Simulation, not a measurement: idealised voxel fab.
Name of the process module below: voxel gate over fins
The cross-section on display is named cut; it measures 230 nm wide, and its cells are 5 nm squares.
In this document a cross-section is written as a grid of square cells. It is given as a series of bands, listed from the top down, and a band is one or more rows of cells. Quick guide to a band line: top height, bottom height (nm) up front; then every material left to right with its width in nm. Only one material and it's marked "all across"? Then it fills the band edge to edge. And "blank" just means empty space. Height 0 is the level under which the wafer as received is all one material. The lowest band goes on downwards, as in "0 -> down". Per-row width for "30 to 40": begins at first number (top row of band), ends at second number (bottom row), increment between rows held constant. "nothing different" (step): cross-section cells unchanged, all of them. For the entry "Enclosed void catalog", the listed items are empty spaces with no open way to the top whose size is 8 cells or more; each item follows the pattern width x height at distance, where distance is from the left edge and all three are in nm. Whatever follows a step's settings on its line is a remark the simulator itself makes about that step. When a step includes a mask, the "overlay nm" setting on its line states how far to the right of its planned place that mask lay, and negative values state how far to the left.

[Set out below are the planned steps of the process]
1. RECEIVE: material Si
2. CONFORMAL_DEP: material SiN, thk nm 5
3. PATTERN: tone cover, mask id FINS, material resist, width nm 15, pitch nm 50, thk nm 20, overlay nm 0
4. DIRECTIONAL_ETCH: etch materials SiN, depth nm 5
5. DIRECTIONAL_ETCH: etch materials Si, depth nm 40
6. STRIP: etch materials resist
7. OXIDIZE: depth nm 5
8. FILL_DEP: material SiO2, thk nm 10
9. CMP: height nm 5
10. DIRECTIONAL_DEP: material aC, thk nm 10
11. PATTERN: tone open, mask id RAIL, material resist, width nm 15, thk nm 25, overlay nm 0
12. DIRECTIONAL_ETCH: etch materials aC, depth nm 10
13. STRIP: etch materials resist
14. DIRECTIONAL_ETCH: etch materials SiO2, depth nm 40
15. STRIP: etch materials aC
16. CONFORMAL_DEP: material TiN, thk nm 5
17. FILL_DEP: material W, thk nm 10
18. CMP: height nm 5
19. SELECTIVE_ETCH: etch materials W Ru TiN, depth nm 25
20. FILL_DEP: material SiO2, thk nm 5
21. CMP: height nm 5
22. SELECTIVE_ETCH: etch materials SiO2, depth nm 20
23. STRIP: etch materials SiN
24. CONFORMAL_DEP: material HfO2, thk nm 5
25. CONFORMAL_DEP: material TiN, thk nm 5
26. CONFORMAL_DEP: material TiAl, thk nm 5
27. CONFORMAL_DEP: material TiN, thk nm 5
28. FILL_DEP: material W, thk nm 15
29. CMP: height nm 30
30. CONFORMAL_DEP: material SiN, thk nm 5

[Delivered wafer in cross-section: state after step 1]
- 0 -> down | Si all across
- Enclosed void catalog: none

[Cross-section: first of two wafers, module finished, run according to plan]
- 35 -> 30 | SiN all across
- 30 -> 20 | W all across
- 20 -> 15 | W 65 nm / TiN 45 nm / W 5 nm / TiN 45 nm / W 70 nm
- 15 -> 10 | W 65 nm / TiN 5 nm / TiAl 35 nm / TiN 5 nm / W 5 nm / TiN 5 nm / TiAl 35 nm / TiN 5 nm / W 70 nm
- 10 -> 5 | W 65 nm / TiN 5 nm / TiAl 5 nm / TiN 25 nm / TiAl 5 nm / TiN 5 nm / W 5 nm / TiN 5 nm / TiAl 5 nm / TiN 25 nm / TiAl 5 nm / TiN 5 nm / W 70 nm
- 5 -> 0 | TiN 70 nm / TiAl 5 nm / TiN 5 nm / HfO2 15 nm / TiN 5 nm / TiAl 5 nm / TiN 15 nm / TiAl 5 nm / TiN 5 nm / HfO2 15 nm / TiN 5 nm / TiAl 5 nm / TiN 75 nm
- 0 -> -5 | TiAl 75 nm / TiN 5 nm / HfO2 5 nm / Si 5 nm / HfO2 5 nm / TiN 5 nm / TiAl 25 nm / TiN 5 nm / HfO2 5 nm / Si 5 nm / HfO2 5 nm / TiN 5 nm / TiAl 80 nm
- -5 -> -10 | TiN 80 nm / HfO2 5 nm / Si 5 nm / HfO2 5 nm / TiN 35 nm / HfO2 5 nm / Si 5 nm / HfO2 5 nm / TiN 85 nm
- -10 -> -15 | HfO2 85 nm / Si 5 nm / HfO2 45 nm / Si 5 nm / HfO2 90 nm
- -15 -> -20 | SiO2 85 nm / Si 5 nm / SiO2 45 nm / Si 5 nm / SiO2 90 nm
- -20 -> -30 | SiO2 85 nm / Si 5 nm / SiO2 15 nm / TiN 5 nm / W 5 nm / TiN 5 nm / SiO2 15 nm / Si 5 nm / SiO2 90 nm
- -30 -> -35 | SiO2 85 nm / Si 5 nm / SiO2 15 nm / TiN 15 nm / SiO2 15 nm / Si 5 nm / SiO2 90 nm
- -35 -> -45 | SiO2 85 nm / Si 5 nm / SiO2 45 nm / Si 5 nm / SiO2 90 nm
- -45 -> down | Si all across
- Enclosed void catalog: none

[End of module, second wafer, cross-section. Started like the first, planned like the first, run with one mistake]
- 35 -> 30 | SiN all across
- 30 -> 25 | W all across
- 25 -> 20 | W 85 nm / TiN 55 nm / W 90 nm
- 20 -> 15 | W 65 nm / TiN 25 nm / TiAl 45 nm / TiN 25 nm / W 70 nm
- 15 -> 10 | W 65 nm / TiN 5 nm / TiAl 25 nm / TiN 35 nm / TiAl 25 nm / TiN 5 nm / W 70 nm
- 10 -> 5 | W 65 nm / TiN 5 nm / TiAl 5 nm / TiN 25 nm / HfO2 25 nm / TiN 25 nm / TiAl 5 nm / TiN 5 nm / W 70 nm
- 5 -> 0 | TiN 70 nm / TiAl 5 nm / TiN 5 nm / HfO2 15 nm / TiN 5 nm / HfO2 5 nm / TiN 15 nm / HfO2 5 nm / TiN 5 nm / HfO2 15 nm / TiN 5 nm / TiAl 5 nm / TiN 75 nm
- 0 -> -5 | TiAl 75 nm / TiN 5 nm / HfO2 5 nm / Si 5 nm / HfO2 5 nm / TiN 5 nm / HfO2 5 nm / TiN 15 nm / HfO2 5 nm / TiN 5 nm / HfO2 5 nm / Si 5 nm / HfO2 5 nm / TiN 5 nm / TiAl 80 nm
- -5 -> -10 | TiN 80 nm / HfO2 5 nm / Si 5 nm / HfO2 5 nm / TiN 5 nm / HfO2 5 nm / TiN 15 nm / HfO2 5 nm / TiN 5 nm / HfO2 5 nm / Si 5 nm / HfO2 5 nm / TiN 85 nm
- -10 -> -15 | HfO2 85 nm / Si 5 nm / HfO2 15 nm / TiN 15 nm / HfO2 15 nm / Si 5 nm / HfO2 90 nm
- -15 -> -20 | SiO2 85 nm / Si 5 nm / SiO2 15 nm / TiN 15 nm / SiO2 15 nm / Si 5 nm / SiO2 90 nm
- -20 -> -30 | SiO2 85 nm / Si 5 nm / SiO2 15 nm / TiN 5 nm / W 5 nm / TiN 5 nm / SiO2 15 nm / Si 5 nm / SiO2 90 nm
- -30 -> -35 | SiO2 85 nm / Si 5 nm / SiO2 15 nm / TiN 15 nm / SiO2 15 nm / Si 5 nm / SiO2 90 nm
- -35 -> -45 | SiO2 85 nm / Si 5 nm / SiO2 45 nm / Si 5 nm / SiO2 90 nm
- -45 -> down | Si all across
- Enclosed void catalog: none
It is concluded that the wafer was processed incorrectly with respect to the plan, in that step 20 did not happen as planned, as run it was FILL_DEP: material TiN, thk nm 5
Final difference in cells, second wafer against first, listed per material as more or fewer: 8 more of HfO2 | 3 fewer of SiO2 | 4 fewer of TiAl | 13 more of TiN | 14 fewer of W
